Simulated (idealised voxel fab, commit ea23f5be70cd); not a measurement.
process module | voxel released beams
cross-section cut | 185 nm wide | cells 5 nm
A cross-section is a grid of square cells, given in bands from the top down. A band is one or more rows of cells.
Each band's line starts with the height of the band's top and of its bottom, in nm. Then come its materials from left to right, each with its width in nm. One material with "throughout" fills the band from edge to edge. "air" is empty space.
Height 0 is the level under which the wafer as received is all one material. The lowest band goes on downwards, as in "0 down".
A width such as "30 to 40" changes by the same amount from each row of cells to the next, from the band's top row to its bottom row.
"no change" after a step means that no cell of the cross-section changed.
closed voids: empty space of 8 cells or more with no open way to the top, each as width x height at its distance from the left edge, in nm
after a step's settings: what the simulator itself notes on the step
overlay nm, on a step with a mask: how far to the right of its planned place the mask lay; to the left if negative
plan
1 op RECEIVE | material Si
2 op CONFORMAL_DEP | material SiN | thk nm 5
3 op DIRECTIONAL_DEP | material SiO2 | thk nm 10
4 op DIRECTIONAL_DEP | material aC | thk nm 10
5 op PATTERN | tone open | mask id ANCHOR | material resist | width nm 30 | thk nm 30 | overlay nm 0
6 op DIRECTIONAL_ETCH | etch materials aC | depth nm 10
7 op STRIP | etch materials resist
8 op DIRECTIONAL_ETCH | etch materials SiO2 | depth nm 10
9 op STRIP | etch materials aC
10 op CONFORMAL_DEP | material polySi | thk nm 10
11 op DIRECTIONAL_DEP | material aC | thk nm 15
12 op PATTERN | tone cover | mask id BEAM | material resist | width nm 80 | thk nm 35 | overlay nm 0
13 op DIRECTIONAL_ETCH | etch materials aC | depth nm 15
14 op STRIP | etch materials resist
15 op DIRECTIONAL_ETCH | etch materials polySi | depth nm 10
16 op STRIP | etch materials aC
17 op STRIP | etch materials SiO2
as received, after step 1
  0 down: Si throughout
  closed voids: none
first wafer at the end, as planned
  25 to 15: air 50 | polySi 15 | air 10 | polySi 55 | air 55
  15 to 5: air 55 | polySi 30 | air 100
  5 to 0: SiN throughout
  0 down: Si throughout
  closed voids: none
second wafer at the end: like start, like plan, one mistake
  20 to 10: air 50 | polySi 15 | air 10 | polySi 55 | air 55
  10 to 0: air 55 | polySi 30 | air 100
  0 down: Si throughout
  closed voids: none
what went wrong: step 2 was left out
at the end the second wafer has, in cells: 37 fewer of SiN
